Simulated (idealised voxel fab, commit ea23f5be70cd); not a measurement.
process module | voxel trench capacitor
cross-section cut | 295 nm wide | cells 5 nm
A cross-section is a grid of square cells, given in bands from the top down. A band is one or more rows of cells.
Each band's line starts with the height of the band's top and of its bottom, in nm. Then come its materials from left to right, each with its width in nm. One material with "throughout" fills the band from edge to edge. "air" is empty space.
Height 0 is the level under which the wafer as received is all one material. The lowest band goes on downwards, as in "0 down".
A width such as "30 to 40" changes by the same amount from each row of cells to the next, from the band's top row to its bottom row.
"no change" after a step means that no cell of the cross-section changed.
closed voids: empty space of 8 cells or more with no open way to the top, each as width x height at its distance from the left edge, in nm
after a step's settings: what the simulator itself notes on the step
overlay nm, on a step with a mask: how far to the right of its planned place the mask lay; to the left if negative
plan
1 op RECEIVE | material Si
2 op CONFORMAL_DEP | material SiN | thk nm 5
3 op DIRECTIONAL_DEP | material aC | thk nm 10
4 op PATTERN | tone open | mask id TRENCH | material resist | width nm 20 | pitch nm 50 | thk nm 30 | overlay nm 0
5 op DIRECTIONAL_ETCH | etch materials aC | depth nm 10
6 op STRIP | etch materials resist
7 op DIRECTIONAL_ETCH | etch materials SiN | depth nm 5
8 op DIRECTIONAL_ETCH | etch materials Si | depth nm 35
9 op STRIP | etch materials aC
10 op CONFORMAL_DEP | material SiO2 | thk nm 5
11 op FILL_DEP | material polySi | thk nm 10
12 op CMP | height nm 5
first wafer, as planned
as received, after step 1
  0 down: Si throughout
  closed voids: none
after step 2
  5 to 0: SiN throughout
  below 0: unchanged
after step 3
  15 to 5: aC throughout
  below 5: unchanged
after step 4
  45 to 15: resist 60 | air 20 | resist 30 | air 20 | resist 30 | air 20 | resist 30 | air 20 | resist 65
  below 15: unchanged
after step 5
  35 to 15: resist 60 | air 20 | resist 30 | air 20 | resist 30 | air 20 | resist 30 | air 20 | resist 65
  15 to 5: aC 60 | air 20 | aC 30 | air 20 | aC 30 | air 20 | aC 30 | air 20 | aC 65
  below 5: unchanged
after step 6
  15 to 5: aC 60 | air 20 | aC 30 | air 20 | aC 30 | air 20 | aC 30 | air 20 | aC 65
  below 5: unchanged
after step 7
  15 to 5: aC 60 | air 20 | aC 30 | air 20 | aC 30 | air 20 | aC 30 | air 20 | aC 65
  5 to 0: SiN 60 | air 20 | SiN 30 | air 20 | SiN 30 | air 20 | SiN 30 | air 20 | SiN 65
  below 0: unchanged
after step 8
  15 to 5: aC 60 | air 20 | aC 30 | air 20 | aC 30 | air 20 | aC 30 | air 20 | aC 65
  5 to 0: SiN 60 | air 20 | SiN 30 | air 20 | SiN 30 | air 20 | SiN 30 | air 20 | SiN 65
  0 to -35: Si 60 | air 20 | Si 30 | air 20 | Si 30 | air 20 | Si 30 | air 20 | Si 65
  below -35: unchanged
after step 9
  5 to 0: SiN 60 | air 20 | SiN 30 | air 20 | SiN 30 | air 20 | SiN 30 | air 20 | SiN 65
  below 0: unchanged
after step 10
  10 to 5: SiO2 65 | air 10 | SiO2 40 | air 10 | SiO2 40 | air 10 | SiO2 40 | air 10 | SiO2 70
  5 to 0: SiN 60 | SiO2 5 | air 10 | SiO2 5 | SiN 30 | SiO2 5 | air 10 | SiO2 5 | SiN 30 | SiO2 5 | air 10 | SiO2 5 | SiN 30 | SiO2 5 | air 10 | SiO2 5 | SiN 65
  0 to -30: Si 60 | SiO2 5 | air 10 | SiO2 5 | Si 30 | SiO2 5 | air 10 | SiO2 5 | Si 30 | SiO2 5 | air 10 | SiO2 5 | Si 30 | SiO2 5 | air 10 | SiO2 5 | Si 65
  -30 to -35: Si 60 | SiO2 20 | Si 30 | SiO2 20 | Si 30 | SiO2 20 | Si 30 | SiO2 20 | Si 65
  below -35: unchanged
after step 11
  20 to 10: polySi throughout
  10 to 5: SiO2 65 | polySi 10 | SiO2 40 | polySi 10 | SiO2 40 | polySi 10 | SiO2 40 | polySi 10 | SiO2 70
  5 to 0: SiN 60 | SiO2 5 | polySi 10 | SiO2 5 | SiN 30 | SiO2 5 | polySi 10 | SiO2 5 | SiN 30 | SiO2 5 | polySi 10 | SiO2 5 | SiN 30 | SiO2 5 | polySi 10 | SiO2 5 | SiN 65
  0 to -30: Si 60 | SiO2 5 | polySi 10 | SiO2 5 | Si 30 | SiO2 5 | polySi 10 | SiO2 5 | Si 30 | SiO2 5 | polySi 10 | SiO2 5 | Si 30 | SiO2 5 | polySi 10 | SiO2 5 | Si 65
  below -30: unchanged
after step 12
  5 to 0: SiN 60 | SiO2 5 | polySi 10 | SiO2 5 | SiN 30 | SiO2 5 | polySi 10 | SiO2 5 | SiN 30 | SiO2 5 | polySi 10 | SiO2 5 | SiN 30 | SiO2 5 | polySi 10 | SiO2 5 | SiN 65
  below 0: unchanged
second wafer: like start, like plan, one mistake. Through step 3 it matches the first wafer
when step 4 should have ended
  45 to 15: resist 50 | air 20 | resist 30 | air 20 | resist 30 | air 20 | resist 30 | air 20 | resist 75
  below 15: unchanged
when step 5 should have ended
  35 to 15: resist 50 | air 20 | resist 30 | air 20 | resist 30 | air 20 | resist 30 | air 20 | resist 75
  15 to 5: aC 50 | air 20 | aC 30 | air 20 | aC 30 | air 20 | aC 30 | air 20 | aC 75
  below 5: unchanged
when step 6 should have ended
  15 to 5: aC 50 | air 20 | aC 30 | air 20 | aC 30 | air 20 | aC 30 | air 20 | aC 75
  below 5: unchanged
when step 7 should have ended
  15 to 5: aC 50 | air 20 | aC 30 | air 20 | aC 30 | air 20 | aC 30 | air 20 | aC 75
  5 to 0: SiN 50 | air 20 | SiN 30 | air 20 | SiN 30 | air 20 | SiN 30 | air 20 | SiN 75
  below 0: unchanged
when step 8 should have ended
  15 to 5: aC 50 | air 20 | aC 30 | air 20 | aC 30 | air 20 | aC 30 | air 20 | aC 75
  5 to 0: SiN 50 | air 20 | SiN 30 | air 20 | SiN 30 | air 20 | SiN 30 | air 20 | SiN 75
  0 to -35: Si 50 | air 20 | Si 30 | air 20 | Si 30 | air 20 | Si 30 | air 20 | Si 75
  below -35: unchanged
when step 9 should have ended
  5 to 0: SiN 50 | air 20 | SiN 30 | air 20 | SiN 30 | air 20 | SiN 30 | air 20 | SiN 75
  below 0: unchanged
when step 10 should have ended
  10 to 5: SiO2 55 | air 10 | SiO2 40 | air 10 | SiO2 40 | air 10 | SiO2 40 | air 10 | SiO2 80
  5 to 0: SiN 50 | SiO2 5 | air 10 | SiO2 5 | SiN 30 | SiO2 5 | air 10 | SiO2 5 | SiN 30 | SiO2 5 | air 10 | SiO2 5 | SiN 30 | SiO2 5 | air 10 | SiO2 5 | SiN 75
  0 to -30: Si 50 | SiO2 5 | air 10 | SiO2 5 | Si 30 | SiO2 5 | air 10 | SiO2 5 | Si 30 | SiO2 5 | air 10 | SiO2 5 | Si 30 | SiO2 5 | air 10 | SiO2 5 | Si 75
  -30 to -35: Si 50 | SiO2 20 | Si 30 | SiO2 20 | Si 30 | SiO2 20 | Si 30 | SiO2 20 | Si 75
  below -35: unchanged
when step 11 should have ended
  20 to 10: polySi throughout
  10 to 5: SiO2 55 | polySi 10 | SiO2 40 | polySi 10 | SiO2 40 | polySi 10 | SiO2 40 | polySi 10 | SiO2 80
  5 to 0: SiN 50 | SiO2 5 | polySi 10 | SiO2 5 | SiN 30 | SiO2 5 | polySi 10 | SiO2 5 | SiN 30 | SiO2 5 | polySi 10 | SiO2 5 | SiN 30 | SiO2 5 | polySi 10 | SiO2 5 | SiN 75
  0 to -30: Si 50 | SiO2 5 | polySi 10 | SiO2 5 | Si 30 | SiO2 5 | polySi 10 | SiO2 5 | Si 30 | SiO2 5 | polySi 10 | SiO2 5 | Si 30 | SiO2 5 | polySi 10 | SiO2 5 | Si 75
  below -30: unchanged
when step 12 should have ended
  5 to 0: SiN 50 | SiO2 5 | polySi 10 | SiO2 5 | SiN 30 | SiO2 5 | polySi 10 | SiO2 5 | SiN 30 | SiO2 5 | polySi 10 | SiO2 5 | SiN 30 | SiO2 5 | polySi 10 | SiO2 5 | SiN 75
  below 0: unchanged
what went wrong: step 4 ran as: op PATTERN | tone open | mask id TRENCH | material resist | width nm 20 | pitch nm 50 | thk nm 30 | overlay nm -10
at the end the second wafer has, in cells: as many of each material as the first, in other places
